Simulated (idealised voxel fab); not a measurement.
The process module presented herein is designated voxel air gaps.
We display cut, a cross-section 205 nm in width whose square cells are each 5 nm.
Heads up, the way a cross-section reads in here is a grid of square cells, handed over as bands from the top down, with every band being one or more rows of cells. For a band, the entry starts with two heights in nm, that of the top and then that of the bottom, and carries on with the band's materials in order from left to right, each alongside its width in nm; the word "everywhere" beside a single material means it fills the band edge to edge, and "blank" means empty space. We count height from 0. Below that, the starting wafer is all one material. The lowest band never ends at the bottom but goes on down; see "0 and below" for how that is written. Per-row width for "30..40": begins at first number (top row of band), ends at second number (bottom row), increment between rows held constant. Where the words "remained the same" appear for a step, the cross-section shows no cell changed by that step; every cell remained as before. Enclosed voids (no open way to top), threshold 8 cells or more, entry "Enclosed void catalog", notation width x height at distance, distance from left edge, nm. Post-settings text on a step line: simulator's own remark regarding the step. overlay nm: mask right of planned place by this much (step with mask). Neg. = left.
The planned process steps are enumerated hereunder
step 1: RECEIVE, material Si
step 2: CONFORMAL_DEP, material SiO2, thk nm 10
step 3: CONFORMAL_DEP, material SiN, thk nm 5
step 4: DIRECTIONAL_DEP, material lowk, thk nm 35
step 5: PATTERN, tone open, mask id LINES, material resist, width nm 20, pitch nm 50, thk nm 20, overlay nm 0
step 6: DIRECTIONAL_ETCH, etch materials lowk, depth nm 35
step 7: STRIP, etch materials resist
step 8: CONFORMAL_DEP, material TiN, thk nm 5
step 9: FILL_DEP, material Cu, thk nm 10
step 10: CMP, height nm 50
step 11: EPI, material Ru, thk nm 10
step 12: SELECTIVE_ETCH, etch materials lowk, depth nm 45
step 13: CONFORMAL_DEP, material SiCN, thk nm 5
The first of the two wafers, which ran as planned
Step 1 complete: cross-section of the wafer as received
  0 and below: Si everywhere
  Enclosed void catalog: none
After step 2: wafer cross-section
  10 down to 0: SiO2 everywhere
  Under the height 0 nothing was changed.
After step 3: wafer cross-section
  15 down to 10: SiN everywhere
  Under the height 10 nothing was changed.
After step 4: wafer cross-section
  50 down to 15: lowk everywhere
  Under the height 15 nothing was changed.
After step 5: wafer cross-section
  70 down to 50: resist: 40 | blank: 20 | resist: 30 | blank: 20 | resist: 30 | blank: 20 | resist: 45
  Under the height 50 nothing was changed.
After step 6: wafer cross-section
  70 down to 50: resist: 40 | blank: 20 | resist: 30 | blank: 20 | resist: 30 | blank: 20 | resist: 45
  50 down to 15: lowk: 40 | blank: 20 | lowk: 30 | blank: 20 | lowk: 30 | blank: 20 | lowk: 45
  Under the height 15 nothing was changed.
After step 7: wafer cross-section
  50 down to 15: lowk: 40 | blank: 20 | lowk: 30 | blank: 20 | lowk: 30 | blank: 20 | lowk: 45
  Under the height 15 nothing was changed.
After step 8: wafer cross-section
  55 down to 50: TiN: 45 | blank: 10 | TiN: 40 | blank: 10 | TiN: 40 | blank: 10 | TiN: 50
  50 down to 20: lowk: 40 | TiN: 5 | blank: 10 | TiN: 5 | lowk: 30 | TiN: 5 | blank: 10 | TiN: 5 | lowk: 30 | TiN: 5 | blank: 10 | TiN: 5 | lowk: 45
  20 down to 15: lowk: 40 | TiN: 20 | lowk: 30 | TiN: 20 | lowk: 30 | TiN: 20 | lowk: 45
  Under the height 15 nothing was changed.
After step 9: wafer cross-section
  65 down to 55: Cu everywhere
  55 down to 50: TiN: 45 | Cu: 10 | TiN: 40 | Cu: 10 | TiN: 40 | Cu: 10 | TiN: 50
  50 down to 20: lowk: 40 | TiN: 5 | Cu: 10 | TiN: 5 | lowk: 30 | TiN: 5 | Cu: 10 | TiN: 5 | lowk: 30 | TiN: 5 | Cu: 10 | TiN: 5 | lowk: 45
  Under the height 20 nothing was changed.
After step 10: wafer cross-section
  50 down to 20: lowk: 40 | TiN: 5 | Cu: 10 | TiN: 5 | lowk: 30 | TiN: 5 | Cu: 10 | TiN: 5 | lowk: 30 | TiN: 5 | Cu: 10 | TiN: 5 | lowk: 45
  Under the height 20 nothing was changed.
After step 11: wafer cross-section
  60 down to 50: blank: 30 | Ru: 40 | blank: 10 | Ru: 40 | blank: 10 | Ru: 40 | blank: 35
  Under the height 50 nothing was changed.
After step 12: wafer cross-section
  60 down to 50: blank: 30 | Ru: 40 | blank: 10 | Ru: 40 | blank: 10 | Ru: 40 | blank: 35
  50 down to 20: blank: 40 | TiN: 5 | Cu: 10 | TiN: 5 | blank: 30 | TiN: 5 | Cu: 10 | TiN: 5 | blank: 30 | TiN: 5 | Cu: 10 | TiN: 5 | blank: 45
  20 down to 15: blank: 40 | TiN: 20 | blank: 30 | TiN: 20 | blank: 30 | TiN: 20 | blank: 45
  Under the height 15 nothing was changed.
After step 13: wafer cross-section
  65 down to 60: blank: 25 | SiCN: 150 | blank: 30
  60 down to 50: blank: 25 | SiCN: 5 | Ru: 40 | SiCN: 10 | Ru: 40 | SiCN: 10 | Ru: 40 | SiCN: 5 | blank: 30
  50 down to 45: blank: 25 | SiCN: 15 | TiN: 5 | Cu: 10 | TiN: 5 | SiCN: 30 | TiN: 5 | Cu: 10 | TiN: 5 | SiCN: 30 | TiN: 5 | Cu: 10 | TiN: 5 | SiCN: 15 | blank: 30
  45 down to 20: blank: 35 | SiCN: 5 | TiN: 5 | Cu: 10 | TiN: 5 | SiCN: 5 | blank: 20 | SiCN: 5 | TiN: 5 | Cu: 10 | TiN: 5 | SiCN: 5 | blank: 20 | SiCN: 5 | TiN: 5 | Cu: 10 | TiN: 5 | SiCN: 5 | blank: 40
  20 down to 15: SiCN: 40 | TiN: 20 | SiCN: 30 | TiN: 20 | SiCN: 30 | TiN: 20 | SiCN: 45
  Under the height 15 nothing was changed.
  Enclosed void catalog: 20 x 25 at 65; 20 x 25 at 115
The second wafer began exactly as the first did and followed the same plan, but one mistake was made while running it; through step 9 inclusive, the two wafers are identical
What the second wafer looks like in cross-section when step 10 should have wrapped up
  40 down to 20: lowk: 40 | TiN: 5 | Cu: 10 | TiN: 5 | lowk: 30 | TiN: 5 | Cu: 10 | TiN: 5 | lowk: 30 | TiN: 5 | Cu: 10 | TiN: 5 | lowk: 45
  Under the height 20 nothing was changed.
What the second wafer looks like in cross-section when step 11 should have wrapped up
  50 down to 40: blank: 30 | Ru: 40 | blank: 10 | Ru: 40 | blank: 10 | Ru: 40 | blank: 35
  Under the height 40 nothing was changed.
What the second wafer looks like in cross-section when step 12 should have wrapped up
  50 down to 40: blank: 30 | Ru: 40 | blank: 10 | Ru: 40 | blank: 10 | Ru: 40 | blank: 35
  40 down to 20: blank: 40 | TiN: 5 | Cu: 10 | TiN: 5 | blank: 30 | TiN: 5 | Cu: 10 | TiN: 5 | blank: 30 | TiN: 5 | Cu: 10 | TiN: 5 | blank: 45
  20 down to 15: blank: 40 | TiN: 20 | blank: 30 | TiN: 20 | blank: 30 | TiN: 20 | blank: 45
  Under the height 15 nothing was changed.
What the second wafer looks like in cross-section when step 13 should have wrapped up
  55 down to 50: blank: 25 | SiCN: 150 | blank: 30
  50 down to 40: blank: 25 | SiCN: 5 | Ru: 40 | SiCN: 10 | Ru: 40 | SiCN: 10 | Ru: 40 | SiCN: 5 | blank: 30
  40 down to 35: blank: 25 | SiCN: 15 | TiN: 5 | Cu: 10 | TiN: 5 | SiCN: 30 | TiN: 5 | Cu: 10 | TiN: 5 | SiCN: 30 | TiN: 5 | Cu: 10 | TiN: 5 | SiCN: 15 | blank: 30
  35 down to 20: blank: 35 | SiCN: 5 | TiN: 5 | Cu: 10 | TiN: 5 | SiCN: 5 | blank: 20 | SiCN: 5 | TiN: 5 | Cu: 10 | TiN: 5 | SiCN: 5 | blank: 20 | SiCN: 5 | TiN: 5 | Cu: 10 | TiN: 5 | SiCN: 5 | blank: 40
  20 down to 15: SiCN: 40 | TiN: 20 | SiCN: 30 | TiN: 20 | SiCN: 30 | TiN: 20 | SiCN: 45
  Under the height 15 nothing was changed.
  Enclosed void catalog: 20 x 15 at 65; 20 x 15 at 115
Finding, execution versus plan: note that step 10 departed from the planned setting and was carried out as CMP, height nm 40
In the final state, the cell counts of the second wafer exceed or fall short of those of the first for the following materials: Cu -12, SiCN -12, TiN -12
